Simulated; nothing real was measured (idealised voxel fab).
This is a process module. Its name is voxel fin reveal.
cross-section cut | 285 nm wide | cells 5 nm
Cross-section layout: square cells on a grid; listed as bands, top to bottom; a band spans one or more cell rows. Look at the band entry: it leads with the top's height and the bottom's height in nm. Then it lists the materials left to right, with a width in nm for each. The word "all across" on a single material says that material fills the band edge to edge. The word "blank" is empty space. Heads up on the height convention: 0 is the point under which the incoming wafer is all one material, and the lowest band has no bottom, it just keeps going down, like "0 down". It should be noted that a width expressed as "30->40" varies in equal increments from row to row of cells within the band, taking the value of the first number at the top row and that of the second number at the bottom row. "no modifications" means the step left every cell of the cross-section as it was. "Closed void register" - sealed voids, min. 8 cells, no opening to top; format: width x height at distance (distance from left edge; nm throughout). Heads up: the bit after the settings on a step's line is the simulator's remark on that step. overlay nm: how far to the right of its planned place the mask lay on this masked step (negative: to the left).

[This section lists the process steps that were planned]
1: RECEIVE with material Si
2: CONFORMAL_DEP with material SiN, thk nm 10
3: DIRECTIONAL_DEP with material aC, thk nm 15
4: PATTERN with tone cover, mask id FINS, material resist, width nm 15, pitch nm 40, thk nm 30, overlay nm 0
5: DIRECTIONAL_ETCH with etch materials aC, depth nm 15
6: STRIP with etch materials resist
7: DIRECTIONAL_ETCH with etch materials SiN, depth nm 10
8: DIRECTIONAL_ETCH with etch materials Si, depth nm 35
9: STRIP with etch materials aC
10: FILL_DEP with material SiO2, thk nm 10
11: CMP with height nm 10
12: SELECTIVE_ETCH with etch materials SiO2, depth nm 20
13: STRIP with etch materials SiN
14: CONFORMAL_DEP with material HfO2, thk nm 5

[Cross-section of the wafer as it came to us, i.e., already through step 1]
	0 down  Si all across
	Closed void register: none

[Below is the wafer in cross-section after the module was completed. It began from the starting point shown above and followed the plan shown above, except that one mistake was made while running it]
	5 to 0  90 blank | 30 HfO2 | 10 blank | 30 HfO2 | 10 blank | 30 HfO2 | 85 blank
	0 to -5  90 blank | 5 HfO2 | 20 Si | 5 HfO2 | 10 blank | 5 HfO2 | 20 Si | 5 HfO2 | 10 blank | 5 HfO2 | 20 Si | 5 HfO2 | 85 blank
	-5 to -10  95 HfO2 | 20 Si | 20 HfO2 | 20 Si | 20 HfO2 | 20 Si | 90 HfO2
	-10 to -35  95 SiO2 | 20 Si | 20 SiO2 | 20 Si | 20 SiO2 | 20 Si | 90 SiO2
	-35 down  Si all across
	Closed void register: none
So what did we get wrong on this run? the process deviated at step 4: the operation and settings actually run there were PATTERN with tone cover, mask id FINS, material resist, width nm 20, pitch nm 40, thk nm 30, overlay nm 0
